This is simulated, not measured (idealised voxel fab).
Process module in this document: voxel self aligned vias
In the cross-section labelled cut, the width is 280 nm and each square cell is 5 nm.
Cross-sections here: square-cell grids, written as top-down lists of bands, a band being one or more rows of cells. Within each band entry, the heights of the top and of the bottom of the band appear first, in that order and in nm; the materials of the band then follow from left to right, each with its corresponding width in nm. The designation "throughout" on a single material indicates that it fills the band from edge to edge; the designation "blank" indicates empty space. Heights are measured from 0, the level below which the as-received wafer is all one material; the lowest band has no bottom and continues downward, written as in "z 0 and below". So if you see something like "30 to 40" for the width, read it as the top row of the band sitting at the first number and the bottom row at the second, with every row in between moving by the same amount as the last. Reading "no alterations made" for a step: not a cell of the cross-section changed in it. Entry "Closed voids list" = empty spaces >= 8 cells with no open way to the top; each as width x height at distance, distance from left edge, all nm. Anything after a step's settings on that line? It's the simulator's own note about the step. Each step line may optionally specify "overlay nm", which for a step with a mask gives the rightward distance between the mask's planned place and where it lay, a negative value indicating the leftward direction.

Process steps - plan:
1: RECEIVE, material Si
2: CONFORMAL_DEP, material SiO2, thk nm 10
3: CONFORMAL_DEP, material SiCN, thk nm 5
4: DIRECTIONAL_DEP, material lowk, thk nm 20
5: DIRECTIONAL_DEP, material aC, thk nm 10
6: PATTERN, tone open, mask id LINES, material resist, width nm 25, pitch nm 70, thk nm 25, overlay nm 0
7: DIRECTIONAL_ETCH, etch materials aC, depth nm 10
8: STRIP, etch materials resist
9: DIRECTIONAL_ETCH, etch materials lowk, depth nm 20
10: STRIP, etch materials aC
11: CONFORMAL_DEP, material TiN, thk nm 5
12: FILL_DEP, material Ru, thk nm 10
13: CMP, height nm 35
14: SELECTIVE_ETCH, etch materials W Ru TiN, depth nm 10
15: FILL_DEP, material SiN, thk nm 10
16: CMP, height nm 35
17: DIRECTIONAL_DEP, material lowk, thk nm 15
18: DIRECTIONAL_DEP, material aC, thk nm 15
19: PATTERN, tone open, mask id VIAS, material resist, width nm 45, pitch nm 70, thk nm 30, overlay nm 0
20: DIRECTIONAL_ETCH, etch materials aC, depth nm 15
21: STRIP, etch materials resist
22: DIRECTIONAL_ETCH, etch materials lowk, depth nm 15
23: DIRECTIONAL_ETCH, etch materials SiN, depth nm 10
24: STRIP, etch materials aC
25: CONFORMAL_DEP, material TiN, thk nm 5
26: FILL_DEP, material W, thk nm 10
27: CMP, height nm 50
28: CONFORMAL_DEP, material SiCN, thk nm 5

Cross-section of the wafer as it came to us, i.e., already through step 1:
	z 0 and below: Si throughout
	Closed voids list: none

Result of the module, cross-sectioned: start per above, plan per above, one error in how it was run:
	z 55 to 50: SiCN throughout
	z 50 to 40: lowk 50, W 35, lowk 35, W 35, lowk 35, W 35, lowk 55
	z 40 to 30: lowk 60, W 15, lowk 55, W 15, lowk 55, W 15, lowk 65
	z 30 to 25: lowk throughout
	z 25 to 20: lowk 55, TiN 5, Ru 15, TiN 5, lowk 45, TiN 5, Ru 15, TiN 5, lowk 45, TiN 5, Ru 15, TiN 5, lowk 60
	z 20 to 15: lowk 55, TiN 25, lowk 45, TiN 25, lowk 45, TiN 25, lowk 60
	z 15 to 10: SiCN throughout
	z 10 to 0: SiO2 throughout
	z 0 and below: Si throughout
	Closed voids list: none
Nonconformance to the process plan: not per plan at step 25, really ran CONFORMAL_DEP, material lowk, thk nm 5
